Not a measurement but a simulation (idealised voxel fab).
process module | voxel self aligned contacts
cross-section cut | 230 nm wide | cells 5 nm
A cross-section is a grid of square cells, given in bands from the top down. A band is one or more rows of cells.
Each band's line starts with the height of the band's top and of its bottom, in nm. Then come its materials from left to right, each with its width in nm. One material with "throughout" fills the band from edge to edge. "air" is empty space.
Height 0 is the level under which the wafer as received is all one material. The lowest band goes on downwards, as in "0 down".
A width such as "30 to 40" changes by the same amount from each row of cells to the next, from the band's top row to its bottom row.
"no change" after a step means that no cell of the cross-section changed.
closed voids: empty space of 8 cells or more with no open way to the top, each as width x height at its distance from the left edge, in nm
after a step's settings: what the simulator itself notes on the step
overlay nm, on a step with a mask: how far to the right of its planned place the mask lay; to the left if negative
plan
1 op RECEIVE | material Si
2 op OXIDIZE | depth nm 5
3 op DIRECTIONAL_DEP | material polySi | thk nm 30
4 op DIRECTIONAL_DEP | material SiN | thk nm 20
5 op MASKED_ETCH | tone cover | mask id GATE | width nm 30 | pitch nm 75 | etch materials SiN | depth nm 20 | overlay nm 0
6 op MASKED_ETCH | tone cover | mask id GATE | width nm 30 | pitch nm 75 | etch materials polySi | depth nm 30 | overlay nm 0
7 op CONFORMAL_DEP | material SiN | thk nm 10
8 op DIRECTIONAL_ETCH | etch materials SiN | depth nm 10
9 op FILL_DEP | material SiO2 | thk nm 15
10 op CMP | height nm 55
11 op DIRECTIONAL_DEP | material aC | thk nm 15
12 op PATTERN | tone open | mask id CONTACT | material resist | width nm 55 | pitch nm 75 | thk nm 35 | overlay nm 0
13 op DIRECTIONAL_ETCH | etch materials aC | depth nm 15
14 op STRIP | etch materials resist
15 op DIRECTIONAL_ETCH | etch materials SiO2 | depth nm 60
16 op STRIP | etch materials aC
17 op CONFORMAL_DEP | material TiN | thk nm 5
18 op FILL_DEP | material Ru | thk nm 5
19 op CMP | height nm 55
20 op CONFORMAL_DEP | material SiCN | thk nm 5
as received, after step 1
  0 down: Si throughout
  closed voids: none
a wafer at the end: this start, this plan, one mistake
  60 to 55: SiCN throughout
  55 to 35: SiO2 15 | SiN 10 | polySi 30 | SiN 10 | TiN 5 | Ru 15 | TiN 5 | SiN 10 | polySi 30 | SiN 10 | TiN 5 | Ru 15 | TiN 5 | SiN 10 | polySi 30 | SiN 10 | SiO2 15
  35 to 30: SiO2 15 | SiN 10 | polySi 30 | SiN 10 | TiN 25 | SiN 10 | polySi 30 | SiN 10 | TiN 25 | SiN 10 | polySi 30 | SiN 10 | SiO2 15
  30 to 0: polySi throughout
  0 to -5: SiO2 throughout
  -5 down: Si throughout
  closed voids: none
what went wrong: step 3 was run twice
